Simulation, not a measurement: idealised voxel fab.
process module | voxel wiring stack
cross-section cut | 280 nm wide | cells 5 nm
A cross-section is a grid of square cells, given in bands from the top down. A band is one or more rows of cells.
Each band's line starts with the height of the band's top and of its bottom, in nm. Then come its materials from left to right, each with its width in nm. One material with "throughout" fills the band from edge to edge. "air" is empty space.
Height 0 is the level under which the wafer as received is all one material. The lowest band goes on downwards, as in "0 down".
A width such as "30 to 40" changes by the same amount from each row of cells to the next, from the band's top row to its bottom row.
"no change" after a step means that no cell of the cross-section changed.
closed voids: empty space of 8 cells or more with no open way to the top, each as width x height at its distance from the left edge, in nm
after a step's settings: what the simulator itself notes on the step
overlay nm, on a step with a mask: how far to the right of its planned place the mask lay; to the left if negative
Each pair below shows a cross-section before one step and the cross-section after it, down to the lowest band that changed. The line under each pair gives the step between them, with its settings. The pairs can come from different runs of this module on the same starting wafer, so a pair continues from the pair above only where its "before" says so.
before
  145 to 140: TiN 110 | air 15 | TiN 25 | air 15 | TiN 115
  140 to 125: lowk 105 | TiN 5 | air 15 | TiN 5 | lowk 15 | TiN 5 | air 15 | TiN 5 | lowk 110
  125 to 115: lowk 105 | TiN 5 | air 5 | TiN 15 to 5 | lowk 15 to 25 | TiN 5 | air 5 | TiN 15 to 5 | lowk 110 to 120
  115 to 110: lowk 105 | TiN 15 | lowk 25 | TiN 15 | lowk 120
  110 to 80: lowk throughout
  80 to 75: SiCN throughout
  75 to 60: SiO2 100 | SiN 5 | W 25 | SiN 5 | SiO2 5 | SiN 5 | W 25 | SiN 5 | SiO2 105
  60 to 55: SiN 105 | TiN 25 | SiN 15 | TiN 25 | SiN 110
  55 to 35: SiO2 105 | TiN 5 | Cu 5 | TiN 5 | SiO2 25 | TiN 5 | Cu 5 | TiN 5 | SiO2 120
  35 to 30: SiCN 105 | TiN 15 | SiCN 25 | TiN 15 | SiCN 120
  30 to 15: SiO2 100 | SiCN 5 | W 25 | SiCN 5 | SiO2 5 | SiCN 5 | W 25 | SiCN 5 | SiO2 105
  15 to 10: SiCN 105 | TiN 25 | SiCN 15 | TiN 25 | SiCN 110
  10 to 0: SiO2 throughout
  0 down: Si throughout
  closed voids: none
after
  155 to 145: Cu throughout
  145 to 140: TiN 110 | Cu 15 | TiN 25 | Cu 15 | TiN 115
  140 to 125: lowk 105 | TiN 5 | Cu 15 | TiN 5 | lowk 15 | TiN 5 | Cu 15 | TiN 5 | lowk 110
  125 to 115: lowk 105 | TiN 5 | Cu 5 | TiN 15 to 5 | lowk 15 to 25 | TiN 5 | Cu 5 | TiN 15 to 5 | lowk 110 to 120
  below 115: unchanged
  closed voids: none
the step between: op FILL_DEP | material Cu | thk nm 10
before: the cross-section after the pair above
after
  110 to 80: lowk throughout
  below 80: unchanged
  closed voids: none
the step between: op CMP | height nm 110
before: the cross-section after the pair above
after
  115 to 110: SiCN throughout
  below 110: unchanged
  closed voids: none
the step between: op CONFORMAL_DEP | material SiCN | thk nm 5
before: the cross-section after the pair above
after
  130 to 115: SiO2 throughout
  below 115: unchanged
  closed voids: none
the step between: op DIRECTIONAL_DEP | material SiO2 | thk nm 15
before: the cross-section after the pair above
after
  145 to 130: aC throughout
  below 130: unchanged
  closed voids: none
the step between: op DIRECTIONAL_DEP | material aC | thk nm 15
before: the cross-section after the pair above
after
  175 to 145: resist 105 | air 15 | resist 160
  below 145: unchanged
  closed voids: none
the step between: op PATTERN | tone open | mask id PLUG_3 | material resist | width nm 15 | thk nm 30 | overlay nm 0
before: the cross-section after the pair above
after
  160 to 145: resist 105 | air 15 | resist 160
  145 to 130: aC 105 | air 15 | aC 160
  below 130: unchanged
  closed voids: none
the step between: op DIRECTIONAL_ETCH | etch materials aC | depth nm 15
before: the cross-section after the pair above
after
  145 to 130: aC 105 | air 15 | aC 160
  below 130: unchanged
  closed voids: none
the step between: op STRIP | etch materials resist
before: the cross-section after the pair above
after
  145 to 130: aC 105 | air 15 | aC 160
  130 to 115: SiO2 105 | air 15 | SiO2 160
  below 115: unchanged
  closed voids: none
the step between: op DIRECTIONAL_ETCH | etch materials SiO2 | depth nm 15
before: the cross-section after the pair above
after
  145 to 130: aC 105 | air 15 | aC 160
  130 to 115: SiO2 105 | air 15 | SiO2 160
  115 to 110: SiCN 105 | air 15 | SiCN 160
  below 110: unchanged
  closed voids: none
the step between: op DIRECTIONAL_ETCH | etch materials SiCN | depth nm 5
before: the cross-section after the pair above
after
  130 to 115: SiO2 105 | air 15 | SiO2 160
  below 115: unchanged
  closed voids: none
the step between: op STRIP | etch materials aC
before: the cross-section after the pair above
after
  135 to 130: TiN 110 | air 5 | TiN 165
  130 to 115: SiO2 105 | TiN 5 | air 5 | TiN 5 | SiO2 160
  115 to 110: SiCN 105 | TiN 15 | SiCN 160
  below 110: unchanged
  closed voids: none
the step between: op CONFORMAL_DEP | material TiN | thk nm 5
before: the cross-section after the pair above
after
  140 to 135: Ru throughout
  135 to 130: TiN 110 | Ru 5 | TiN 165
  130 to 115: SiO2 105 | TiN 5 | Ru 5 | TiN 5 | SiO2 160
  below 115: unchanged
  closed voids: none
the step between: op FILL_DEP | material Ru | thk nm 5
before: the cross-section after the pair above
after
  130 to 115: SiO2 105 | TiN 5 | Ru 5 | TiN 5 | SiO2 160
  below 115: unchanged
  closed voids: none
the step between: op CMP | height nm 130
before: the cross-section after the pair above
after
  135 to 130: TiN throughout
  below 130: unchanged
  closed voids: none
the step between: op DIRECTIONAL_DEP | material TiN | thk nm 5
before: the cross-section after the pair above
after
  160 to 135: Ru throughout
  below 135: unchanged
  closed voids: none
the step between: op DIRECTIONAL_DEP | material Ru | thk nm 25
before: the cross-section after the pair above
after
  170 to 160: aC throughout
  below 160: unchanged
  closed voids: none
the step between: op DIRECTIONAL_DEP | material aC | thk nm 10
before: the cross-section after the pair above
after
  195 to 170: air 105 | resist 25 | air 15 | resist 25 | air 110
  below 170: unchanged
  closed voids: none
the step between: op PATTERN | tone cover | mask id METAL_4 | material resist | width nm 25 | pitch nm 40 | thk nm 25 | overlay nm 0
before: the cross-section after the pair above
after
  185 to 170: air 105 | resist 25 | air 15 | resist 25 | air 110
  170 to 160: air 105 | aC 25 | air 15 | aC 25 | air 110
  below 160: unchanged
  closed voids: none
the step between: op DIRECTIONAL_ETCH | etch materials aC | depth nm 10
before: the cross-section after the pair above
after
  170 to 160: air 105 | aC 25 | air 15 | aC 25 | air 110
  below 160: unchanged
  closed voids: none
the step between: op STRIP | etch materials resist
before: the cross-section after the pair above
after
  170 to 160: air 105 | aC 25 | air 15 | aC 25 | air 110
  160 to 135: air 105 | Ru 25 | air 15 | Ru 25 | air 110
  below 135: unchanged
  closed voids: none
the step between: op DIRECTIONAL_ETCH | etch materials Ru | depth nm 25
before: the cross-section after the pair above
after
  170 to 160: air 105 | aC 25 | air 15 | aC 25 | air 110
  160 to 135: air 105 | Ru 25 | air 15 | Ru 25 | air 110
  135 to 130: air 105 | TiN 25 | air 15 | TiN 25 | air 110
  below 130: unchanged
  closed voids: none
the step between: op DIRECTIONAL_ETCH | etch materials TiN | depth nm 5
before: the cross-section after the pair above
after
  160 to 135: air 105 | Ru 25 | air 15 | Ru 25 | air 110
  below 135: unchanged
  closed voids: none
the step between: op STRIP | etch materials aC
before: the cross-section after the pair above
after
  165 to 160: air 100 | SiN 35 | air 5 | SiN 35 | air 105
  160 to 135: air 100 | SiN 5 | Ru 25 | SiN 5 | air 5 | SiN 5 | Ru 25 | SiN 5 | air 105
  135 to 130: SiN 105 | TiN 25 | SiN 15 | TiN 25 | SiN 110
  below 130: unchanged
  closed voids: none
the step between: op CONFORMAL_DEP | material SiN | thk nm 5
before: the cross-section after the pair above
after
  175 to 165: lowk throughout
  165 to 160: lowk 100 | SiN 35 | lowk 5 | SiN 35 | lowk 105
  160 to 135: lowk 100 | SiN 5 | Ru 25 | SiN 5 | lowk 5 | SiN 5 | Ru 25 | SiN 5 | lowk 105
  below 135: unchanged
  closed voids: none
the step between: op FILL_DEP | material lowk | thk nm 10
before: the cross-section after the pair above
after
  160 to 135: lowk 100 | SiN 5 | Ru 25 | SiN 5 | lowk 5 | SiN 5 | Ru 25 | SiN 5 | lowk 105
  below 135: unchanged
  closed voids: none
the step between: op CMP | height nm 160
before: the cross-section after the pair above
after
  165 to 160: SiCN throughout
  below 160: unchanged
  closed voids: none
the step between: op CONFORMAL_DEP | material SiCN | thk nm 5
before
  10 to 0: SiO2 throughout
  0 down: Si throughout
  closed voids: none
after
  25 to 10: W throughout
  below 10: unchanged
  closed voids: none
the step between: op DIRECTIONAL_DEP | material W | thk nm 15
before: the cross-section after the pair above
after
  30 to 25: TiN throughout
  below 25: unchanged
  closed voids: none
the step between: op DIRECTIONAL_DEP | material TiN | thk nm 5
before: the cross-section after the pair above
after
  30 to 25: air 105 | TiN 25 | air 15 | TiN 25 | air 110
  below 25: unchanged
  closed voids: none
the step between: op MASKED_ETCH | tone cover | mask id METAL_1 | width nm 25 | pitch nm 40 | etch materials TiN | depth nm 5 | overlay nm 0
before: the cross-section after the pair above
after
  35 to 30: air 100 | SiCN 35 | air 5 | SiCN 35 | air 105
  30 to 25: SiCN 105 | TiN 25 | SiCN 15 | TiN 25 | SiCN 110
  below 25: unchanged
  closed voids: none
the step between: op CONFORMAL_DEP | material SiCN | thk nm 5
before: the cross-section after the pair above
after
  40 to 35: SiO2 throughout
  35 to 30: SiO2 100 | SiCN 35 | SiO2 5 | SiCN 35 | SiO2 105
  below 30: unchanged
  closed voids: none
the step between: op FILL_DEP | material SiO2 | thk nm 5
before: the cross-section after the pair above
after
  30 to 25: SiCN 105 | TiN 25 | SiCN 15 | TiN 25 | SiCN 110
  below 25: unchanged
  closed voids: none
the step between: op CMP | height nm 30
before: the cross-section after the pair above
after
  35 to 30: SiCN throughout
  below 30: unchanged
  closed voids: none
the step between: op CONFORMAL_DEP | material SiCN | thk nm 5
before: the cross-section after the pair above
after
  55 to 35: SiO2 throughout
  below 35: unchanged
  closed voids: none
the step between: op DIRECTIONAL_DEP | material SiO2 | thk nm 20
before: the cross-section after the pair above
after
  70 to 55: aC throughout
  below 55: unchanged
  closed voids: none
the step between: op DIRECTIONAL_DEP | material aC | thk nm 15
before: the cross-section after the pair above
after
  105 to 70: resist 105 | air 15 | resist 25 | air 15 | resist 120
  below 70: unchanged
  closed voids: none
the step between: op PATTERN | tone open | mask id PLUG_1 | material resist | width nm 15 | pitch nm 40 | thk nm 35 | overlay nm 0
before: the cross-section after the pair above
after
  90 to 70: resist 105 | air 15 | resist 25 | air 15 | resist 120
  70 to 55: aC 105 | air 15 | aC 25 | air 15 | aC 120
  below 55: unchanged
  closed voids: none
the step between: op DIRECTIONAL_ETCH | etch materials aC | depth nm 15
before: the cross-section after the pair above
after
  70 to 55: aC 105 | air 15 | aC 25 | air 15 | aC 120
  below 55: unchanged
  closed voids: none
the step between: op STRIP | etch materials resist
before: the cross-section after the pair above
after
  70 to 55: aC 105 | air 15 | aC 25 | air 15 | aC 120
  55 to 35: SiO2 105 | air 15 | SiO2 25 | air 15 | SiO2 120
  below 35: unchanged
  closed voids: none
the step between: op DIRECTIONAL_ETCH | etch materials SiO2 | depth nm 20
before: the cross-section after the pair above
after
  70 to 55: aC 105 | air 15 | aC 25 | air 15 | aC 120
  55 to 35: SiO2 105 | air 15 | SiO2 25 | air 15 | SiO2 120
  35 to 30: SiCN 105 | air 15 | SiCN 25 | air 15 | SiCN 120
  below 30: unchanged
  closed voids: none
the step between: op DIRECTIONAL_ETCH | etch materials SiCN | depth nm 5
before: the cross-section after the pair above
after
  55 to 35: SiO2 105 | air 15 | SiO2 25 | air 15 | SiO2 120
  below 35: unchanged
  closed voids: none
the step between: op STRIP | etch materials aC
before: the cross-section after the pair above
after
  60 to 55: TiN 110 | air 5 | TiN 35 | air 5 | TiN 125
  55 to 35: SiO2 105 | TiN 5 | air 5 | TiN 5 | SiO2 25 | TiN 5 | air 5 | TiN 5 | SiO2 120
  35 to 25: SiCN 105 | TiN 15 to 25 | SiCN 25 to 15 | TiN 15 to 25 | SiCN 120 to 110
  below 25: unchanged
  closed voids: none
the step between: op CONFORMAL_DEP | material TiN | thk nm 5
before: the cross-section after the pair above
after
  65 to 60: Cu throughout
  60 to 55: TiN 110 | Cu 5 | TiN 35 | Cu 5 | TiN 125
  55 to 35: SiO2 105 | TiN 5 | Cu 5 | TiN 5 | SiO2 25 | TiN 5 | Cu 5 | TiN 5 | SiO2 120
  below 35: unchanged
  closed voids: none
the step between: op FILL_DEP | material Cu | thk nm 5
before: the cross-section after the pair above
after
  55 to 35: SiO2 105 | TiN 5 | Cu 5 | TiN 5 | SiO2 25 | TiN 5 | Cu 5 | TiN 5 | SiO2 120
  below 35: unchanged
  closed voids: none
the step between: op CMP | height nm 55
before: the cross-section after the pair above
after
  60 to 55: TiN throughout
  below 55: unchanged
  closed voids: none
the step between: op DIRECTIONAL_DEP | material TiN | thk nm 5
before: the cross-section after the pair above
after
  75 to 60: W throughout
  below 60: unchanged
  closed voids: none
the step between: op DIRECTIONAL_DEP | material W | thk nm 15
before: the cross-section after the pair above
after
  90 to 75: aC throughout
  below 75: unchanged
  closed voids: none
the step between: op DIRECTIONAL_DEP | material aC | thk nm 15
before: the cross-section after the pair above
after
  125 to 90: air 105 | resist 25 | air 15 | resist 25 | air 110
  below 90: unchanged
  closed voids: none
the step between: op PATTERN | tone cover | mask id METAL_2 | material resist | width nm 25 | pitch nm 40 | thk nm 35 | overlay nm 0
before: the cross-section after the pair above
after
  110 to 90: air 105 | resist 25 | air 15 | resist 25 | air 110
  90 to 75: air 105 | aC 25 | air 15 | aC 25 | air 110
  below 75: unchanged
  closed voids: none
the step between: op DIRECTIONAL_ETCH | etch materials aC | depth nm 15
before: the cross-section after the pair above
after
  90 to 75: air 105 | aC 25 | air 15 | aC 25 | air 110
  below 75: unchanged
  closed voids: none
the step between: op STRIP | etch materials resist
before: the cross-section after the pair above
after
  90 to 75: air 105 | aC 25 | air 15 | aC 25 | air 110
  75 to 60: air 105 | W 25 | air 15 | W 25 | air 110
  below 60: unchanged
  closed voids: none
the step between: op DIRECTIONAL_ETCH | etch materials W | depth nm 15
before: the cross-section after the pair above
after
  90 to 75: air 105 | aC 25 | air 15 | aC 25 | air 110
  75 to 60: air 105 | W 25 | air 15 | W 25 | air 110
  60 to 55: air 105 | TiN 25 | air 15 | TiN 25 | air 110
  below 55: unchanged
  closed voids: none
the step between: op DIRECTIONAL_ETCH | etch materials TiN | depth nm 5
before: the cross-section after the pair above
after
  75 to 60: air 105 | W 25 | air 15 | W 25 | air 110
  below 60: unchanged
  closed voids: none
the step between: op STRIP | etch materials aC
before: the cross-section after the pair above
after
  80 to 75: air 100 | SiN 35 | air 5 | SiN 35 | air 105
  75 to 60: air 100 | SiN 5 | W 25 | SiN 5 | air 5 | SiN 5 | W 25 | SiN 5 | air 105
  60 to 55: SiN 105 | TiN 25 | SiN 15 | TiN 25 | SiN 110
  below 55: unchanged
  closed voids: none
the step between: op CONFORMAL_DEP | material SiN | thk nm 5
before: the cross-section after the pair above
after
  85 to 80: SiO2 throughout
  80 to 75: SiO2 100 | SiN 35 | SiO2 5 | SiN 35 | SiO2 105
  75 to 60: SiO2 100 | SiN 5 | W 25 | SiN 5 | SiO2 5 | SiN 5 | W 25 | SiN 5 | SiO2 105
  below 60: unchanged
  closed voids: none
the step between: op FILL_DEP | material SiO2 | thk nm 5
before: the cross-section after the pair above
after
  75 to 60: SiO2 100 | SiN 5 | W 25 | SiN 5 | SiO2 5 | SiN 5 | W 25 | SiN 5 | SiO2 105
  below 60: unchanged
  closed voids: none
the step between: op CMP | height nm 75
before: the cross-section after the pair above
after
  80 to 75: SiCN throughout
  below 75: unchanged
  closed voids: none
the step between: op CONFORMAL_DEP | material SiCN | thk nm 5
before: the cross-section after the pair above
after
  110 to 80: lowk throughout
  below 80: unchanged
  closed voids: none
the step between: op DIRECTIONAL_DEP | material lowk | thk nm 30
before: the cross-section after the pair above
after
  110 to 90: lowk 105 | air 25 | lowk 15 | air 25 | lowk 110
  below 90: unchanged
  closed voids: none
the step between: op MASKED_ETCH | tone open | mask id METAL_3 | width nm 25 | pitch nm 40 | etch materials lowk | depth nm 20 | overlay nm 0
before: the cross-section after the pair above
after
  125 to 110: aC 105 | air 25 | aC 15 | air 25 | aC 110
  110 to 105: lowk 105 | air 25 | lowk 15 | air 25 | lowk 110
  105 to 90: lowk 105 | aC 25 | lowk 15 | aC 25 | lowk 110
  below 90: unchanged
  closed voids: none
the step between: op DIRECTIONAL_DEP | material aC | thk nm 15
before: the cross-section after the pair above
after
  160 to 125: resist 105 | air 15 | resist 25 | air 15 | resist 120
  125 to 110: aC 105 | air 15 | resist 10 | aC 15 | air 15 | resist 10 | aC 110
  110 to 105: lowk 105 | air 15 | resist 10 | lowk 15 | air 15 | resist 10 | lowk 110
  below 105: unchanged
  closed voids: none
the step between: op PATTERN | tone open | mask id METAL_3_HOLES | material resist | width nm 15 | pitch nm 40 | thk nm 35 | overlay nm 0
before: the cross-section after the pair above
after
  145 to 125: resist 105 | air 15 | resist 25 | air 15 | resist 120
  125 to 110: aC 105 | air 15 | resist 10 | aC 15 | air 15 | resist 10 | aC 110
  110 to 105: lowk 105 | air 15 | resist 10 | lowk 15 | air 15 | resist 10 | lowk 110
  105 to 90: lowk 105 | air 15 | aC 10 | lowk 15 | air 15 | aC 10 | lowk 110
  below 90: unchanged
  closed voids: none
the step between: op DIRECTIONAL_ETCH | etch materials aC | depth nm 15
before: the cross-section after the pair above
after
  125 to 110: aC 105 | air 25 | aC 15 | air 25 | aC 110
  110 to 105: lowk 105 | air 25 | lowk 15 | air 25 | lowk 110
  below 105: unchanged
  closed voids: none
the step between: op STRIP | etch materials resist
before: the cross-section after the pair above
after
  125 to 110: aC 105 | air 25 | aC 15 | air 25 | aC 110
  110 to 105: lowk 105 | air 25 | lowk 15 | air 25 | lowk 110
  105 to 90: lowk 105 | air 15 | aC 10 | lowk 15 | air 15 | aC 10 | lowk 110
  90 to 80: lowk 105 | air 15 | lowk 25 | air 15 | lowk 120
  below 80: unchanged
  closed voids: none
the step between: op DIRECTIONAL_ETCH | etch materials lowk | depth nm 10
before: the cross-section after the pair above
after
  125 to 110: aC 105 | air 25 | aC 15 | air 25 | aC 110
  110 to 105: lowk 105 | air 25 | lowk 15 | air 25 | lowk 110
  105 to 90: lowk 105 | air 15 | aC 10 | lowk 15 | air 15 | aC 10 | lowk 110
  90 to 80: lowk 105 | air 15 | lowk 25 | air 15 | lowk 120
  80 to 75: SiCN 105 | air 15 | SiCN 25 | air 15 | SiCN 120
  below 75: unchanged
  closed voids: none
the step between: op DIRECTIONAL_ETCH | etch materials SiCN | depth nm 5
before: the cross-section after the pair above
after
  110 to 90: lowk 105 | air 25 | lowk 15 | air 25 | lowk 110
  below 90: unchanged
  closed voids: none
the step between: op STRIP | etch materials aC
before: the cross-section after the pair above
after
  115 to 110: TiN 110 | air 15 | TiN 25 | air 15 | TiN 115
  110 to 95: lowk 105 | TiN 5 | air 15 | TiN 5 | lowk 15 | TiN 5 | air 15 | TiN 5 | lowk 110
  95 to 90: lowk 105 | TiN 5 | air 5 | TiN 15 | lowk 15 | TiN 5 | air 5 | TiN 15 | lowk 110
  90 to 80: lowk 105 | TiN 5 | air 5 | TiN 5 | lowk 25 | TiN 5 | air 5 | TiN 5 | lowk 120
  80 to 75: SiCN 105 | TiN 15 | SiCN 25 | TiN 15 | SiCN 120
  below 75: unchanged
  closed voids: none
the step between: op CONFORMAL_DEP | material TiN | thk nm 5
before: the cross-section after the pair above
after
  125 to 115: Cu throughout
  115 to 110: TiN 110 | Cu 15 | TiN 25 | Cu 15 | TiN 115
  110 to 95: lowk 105 | TiN 5 | Cu 15 | TiN 5 | lowk 15 | TiN 5 | Cu 15 | TiN 5 | lowk 110
  95 to 90: lowk 105 | TiN 5 | Cu 5 | TiN 15 | lowk 15 | TiN 5 | Cu 5 | TiN 15 | lowk 110
  90 to 80: lowk 105 | TiN 5 | Cu 5 | TiN 5 | lowk 25 | TiN 5 | Cu 5 | TiN 5 | lowk 120
  below 80: unchanged
  closed voids: none
the step between: op FILL_DEP | material Cu | thk nm 10
before: the cross-section after the pair above
after
  110 to 95: lowk 105 | TiN 5 | Cu 15 | TiN 5 | lowk 15 | TiN 5 | Cu 15 | TiN 5 | lowk 110
  below 95: unchanged
  closed voids: none
the step between: op CMP | height nm 110
before: the cross-section after the pair above
after
  115 to 110: SiCN throughout
  below 110: unchanged
  closed voids: none
the step between: op CONFORMAL_DEP | material SiCN | thk nm 5
before: the cross-section after the pair above
after
  130 to 115: SiO2 throughout
  below 115: unchanged
  closed voids: none
the step between: op DIRECTIONAL_DEP | material SiO2 | thk nm 15
before: the cross-section after the pair above
after
  145 to 130: aC throughout
  below 130: unchanged
  closed voids: none
the step between: op DIRECTIONAL_DEP | material aC | thk nm 15
before: the cross-section after the pair above
after
  175 to 145: resist 105 | air 15 | resist 160
  below 145: unchanged
  closed voids: none
the step between: op PATTERN | tone open | mask id PLUG_3 | material resist | width nm 15 | thk nm 30 | overlay nm 0
before: the cross-section after the pair above
after
  160 to 145: resist 105 | air 15 | resist 160
  145 to 130: aC 105 | air 15 | aC 160
  below 130: unchanged
  closed voids: none
the step between: op DIRECTIONAL_ETCH | etch materials aC | depth nm 15
before: the cross-section after the pair above
after
  145 to 130: aC 105 | air 15 | aC 160
  below 130: unchanged
  closed voids: none
the step between: op STRIP | etch materials resist
before: the cross-section after the pair above
after
  145 to 130: aC 105 | air 15 | aC 160
  130 to 115: SiO2 105 | air 15 | SiO2 160
  below 115: unchanged
  closed voids: none
the step between: op DIRECTIONAL_ETCH | etch materials SiO2 | depth nm 15
before: the cross-section after the pair above
after
  145 to 130: aC 105 | air 15 | aC 160
  130 to 115: SiO2 105 | air 15 | SiO2 160
  115 to 110: SiCN 105 | air 15 | SiCN 160
  below 110: unchanged
  closed voids: none
the step between: op DIRECTIONAL_ETCH | etch materials SiCN | depth nm 5
before: the cross-section after the pair above
after
  130 to 115: SiO2 105 | air 15 | SiO2 160
  below 115: unchanged
  closed voids: none
the step between: op STRIP | etch materials aC
before: the cross-section after the pair above
after
  135 to 130: TiN 110 | air 5 | TiN 165
  130 to 115: SiO2 105 | TiN 5 | air 5 | TiN 5 | SiO2 160
  115 to 110: SiCN 105 | TiN 15 | SiCN 160
  below 110: unchanged
  closed voids: none
the step between: op CONFORMAL_DEP | material TiN | thk nm 5
before: the cross-section after the pair above
after
  140 to 135: Ru throughout
  135 to 130: TiN 110 | Ru 5 | TiN 165
  130 to 115: SiO2 105 | TiN 5 | Ru 5 | TiN 5 | SiO2 160
  below 115: unchanged
  closed voids: none
the step between: op FILL_DEP | material Ru | thk nm 5
before: the cross-section after the pair above
after
  130 to 115: SiO2 105 | TiN 5 | Ru 5 | TiN 5 | SiO2 160
  below 115: unchanged
  closed voids: none
the step between: op CMP | height nm 130
before: the cross-section after the pair above
after
  135 to 130: TiN throughout
  below 130: unchanged
  closed voids: none
the step between: op DIRECTIONAL_DEP | material TiN | thk nm 5
before: the cross-section after the pair above
after
  160 to 135: Ru throughout
  below 135: unchanged
  closed voids: none
the step between: op DIRECTIONAL_DEP | material Ru | thk nm 25
before: the cross-section after the pair above
after
  170 to 160: aC throughout
  below 160: unchanged
  closed voids: none
the step between: op DIRECTIONAL_DEP | material aC | thk nm 10
before: the cross-section after the pair above
after
  195 to 170: air 105 | resist 25 | air 15 | resist 25 | air 110
  below 170: unchanged
  closed voids: none
the step between: op PATTERN | tone cover | mask id METAL_4 | material resist | width nm 25 | pitch nm 40 | thk nm 25 | overlay nm 0
before: the cross-section after the pair above
after
  185 to 170: air 105 | resist 25 | air 15 | resist 25 | air 110
  170 to 160: air 105 | aC 25 | air 15 | aC 25 | air 110
  below 160: unchanged
  closed voids: none
the step between: op DIRECTIONAL_ETCH | etch materials aC | depth nm 10
before: the cross-section after the pair above
after
  170 to 160: air 105 | aC 25 | air 15 | aC 25 | air 110
  below 160: unchanged
  closed voids: none
the step between: op STRIP | etch materials resist
before: the cross-section after the pair above
after
  170 to 160: air 105 | aC 25 | air 15 | aC 25 | air 110
  160 to 135: air 105 | Ru 25 | air 15 | Ru 25 | air 110
  below 135: unchanged
  closed voids: none
the step between: op DIRECTIONAL_ETCH | etch materials Ru | depth nm 25
before: the cross-section after the pair above
after
  170 to 160: air 105 | aC 25 | air 15 | aC 25 | air 110
  160 to 135: air 105 | Ru 25 | air 15 | Ru 25 | air 110
  135 to 130: air 105 | TiN 25 | air 15 | TiN 25 | air 110
  below 130: unchanged
  closed voids: none
the step between: op DIRECTIONAL_ETCH | etch materials TiN | depth nm 5
before: the cross-section after the pair above
after
  160 to 135: air 105 | Ru 25 | air 15 | Ru 25 | air 110
  below 135: unchanged
  closed voids: none
the step between: op STRIP | etch materials aC
before: the cross-section after the pair above
after
  165 to 160: air 100 | SiN 35 | air 5 | SiN 35 | air 105
  160 to 135: air 100 | SiN 5 | Ru 25 | SiN 5 | air 5 | SiN 5 | Ru 25 | SiN 5 | air 105
  135 to 130: SiN 105 | TiN 25 | SiN 15 | TiN 25 | SiN 110
  below 130: unchanged
  closed voids: none
the step between: op CONFORMAL_DEP | material SiN | thk nm 5
before: the cross-section after the pair above
after
  175 to 165: lowk throughout
  165 to 160: lowk 100 | SiN 35 | lowk 5 | SiN 35 | lowk 105
  160 to 135: lowk 100 | SiN 5 | Ru 25 | SiN 5 | lowk 5 | SiN 5 | Ru 25 | SiN 5 | lowk 105
  below 135: unchanged
  closed voids: none
the step between: op FILL_DEP | material lowk | thk nm 10
before: the cross-section after the pair above
after
  160 to 135: lowk 100 | SiN 5 | Ru 25 | SiN 5 | lowk 5 | SiN 5 | Ru 25 | SiN 5 | lowk 105
  below 135: unchanged
  closed voids: none
the step between: op CMP | height nm 160
before: the cross-section after the pair above
after
  165 to 160: SiCN throughout
  below 160: unchanged
  closed voids: none
the step between: op CONFORMAL_DEP | material SiCN | thk nm 5
before
  65 to 60: Cu throughout
  60 to 55: TiN 110 | Cu 5 | TiN 35 | Cu 5 | TiN 125
  55 to 35: SiO2 105 | TiN 5 | Cu 5 | TiN 5 | SiO2 25 | TiN 5 | Cu 5 | TiN 5 | SiO2 120
  35 to 30: SiCN 105 | TiN 15 | SiCN 25 | TiN 15 | SiCN 120
  30 to 15: SiO2 100 | SiCN 5 | W 25 | SiCN 5 | SiO2 5 | SiCN 5 | W 25 | SiCN 5 | SiO2 105
  15 to 10: SiCN 105 | TiN 25 | SiCN 15 | TiN 25 | SiCN 110
  10 to 0: SiO2 throughout
  0 down: Si throughout
  closed voids: none
after
  45 to 35: SiO2 105 | TiN 5 | Cu 5 | TiN 5 | SiO2 25 | TiN 5 | Cu 5 | TiN 5 | SiO2 120
  below 35: unchanged
  closed voids: none
the step between: op CMP | height nm 45
before: the cross-section after the pair above
after
  50 to 45: TiN throughout
  below 45: unchanged
  closed voids: none
the step between: op DIRECTIONAL_DEP | material TiN | thk nm 5
before: the cross-section after the pair above
after
  65 to 50: W throughout
  below 50: unchanged
  closed voids: none
the step between: op DIRECTIONAL_DEP | material W | thk nm 15
before: the cross-section after the pair above
after
  80 to 65: aC throughout
  below 65: unchanged
  closed voids: none
the step between: op DIRECTIONAL_DEP | material aC | thk nm 15
before: the cross-section after the pair above
after
  115 to 80: air 105 | resist 25 | air 15 | resist 25 | air 110
  below 80: unchanged
  closed voids: none
the step between: op PATTERN | tone cover | mask id METAL_2 | material resist | width nm 25 | pitch nm 40 | thk nm 35 | overlay nm 0
before: the cross-section after the pair above
after
  100 to 80: air 105 | resist 25 | air 15 | resist 25 | air 110
  80 to 65: air 105 | aC 25 | air 15 | aC 25 | air 110
  below 65: unchanged
  closed voids: none
the step between: op DIRECTIONAL_ETCH | etch materials aC | depth nm 15
before: the cross-section after the pair above
after
  80 to 65: air 105 | aC 25 | air 15 | aC 25 | air 110
  below 65: unchanged
  closed voids: none
the step between: op STRIP | etch materials resist
before: the cross-section after the pair above
after
  80 to 65: air 105 | aC 25 | air 15 | aC 25 | air 110
  65 to 50: air 105 | W 25 | air 15 | W 25 | air 110
  below 50: unchanged
  closed voids: none
the step between: op DIRECTIONAL_ETCH | etch materials W | depth nm 15
before: the cross-section after the pair above
after
  80 to 65: air 105 | aC 25 | air 15 | aC 25 | air 110
  65 to 50: air 105 | W 25 | air 15 | W 25 | air 110
  50 to 45: air 105 | TiN 25 | air 15 | TiN 25 | air 110
  below 45: unchanged
  closed voids: none
the step between: op DIRECTIONAL_ETCH | etch materials TiN | depth nm 5
before: the cross-section after the pair above
after
  65 to 50: air 105 | W 25 | air 15 | W 25 | air 110
  below 50: unchanged
  closed voids: none
the step between: op STRIP | etch materials aC
before: the cross-section after the pair above
after
  70 to 65: air 100 | SiN 35 | air 5 | SiN 35 | air 105
  65 to 50: air 100 | SiN 5 | W 25 | SiN 5 | air 5 | SiN 5 | W 25 | SiN 5 | air 105
  50 to 45: SiN 105 | TiN 25 | SiN 15 | TiN 25 | SiN 110
  below 45: unchanged
  closed voids: none
the step between: op CONFORMAL_DEP | material SiN | thk nm 5
before: the cross-section after the pair above
after
  75 to 70: SiO2 throughout
  70 to 65: SiO2 100 | SiN 35 | SiO2 5 | SiN 35 | SiO2 105
  65 to 50: SiO2 100 | SiN 5 | W 25 | SiN 5 | SiO2 5 | SiN 5 | W 25 | SiN 5 | SiO2 105
  below 50: unchanged
  closed voids: none
the step between: op FILL_DEP | material SiO2 | thk nm 5
before: the cross-section after the pair above
after
  80 to 75: SiCN throughout
  below 75: unchanged
  closed voids: none
the step between: op CONFORMAL_DEP | material SiCN | thk nm 5
before: the cross-section after the pair above
after
  110 to 80: lowk throughout
  below 80: unchanged
  closed voids: none
the step between: op DIRECTIONAL_DEP | material lowk | thk nm 30
before: the cross-section after the pair above
after
  110 to 90: lowk 105 | air 25 | lowk 15 | air 25 | lowk 110
  below 90: unchanged
  closed voids: none
the step between: op MASKED_ETCH | tone open | mask id METAL_3 | width nm 25 | pitch nm 40 | etch materials lowk | depth nm 20 | overlay nm 0
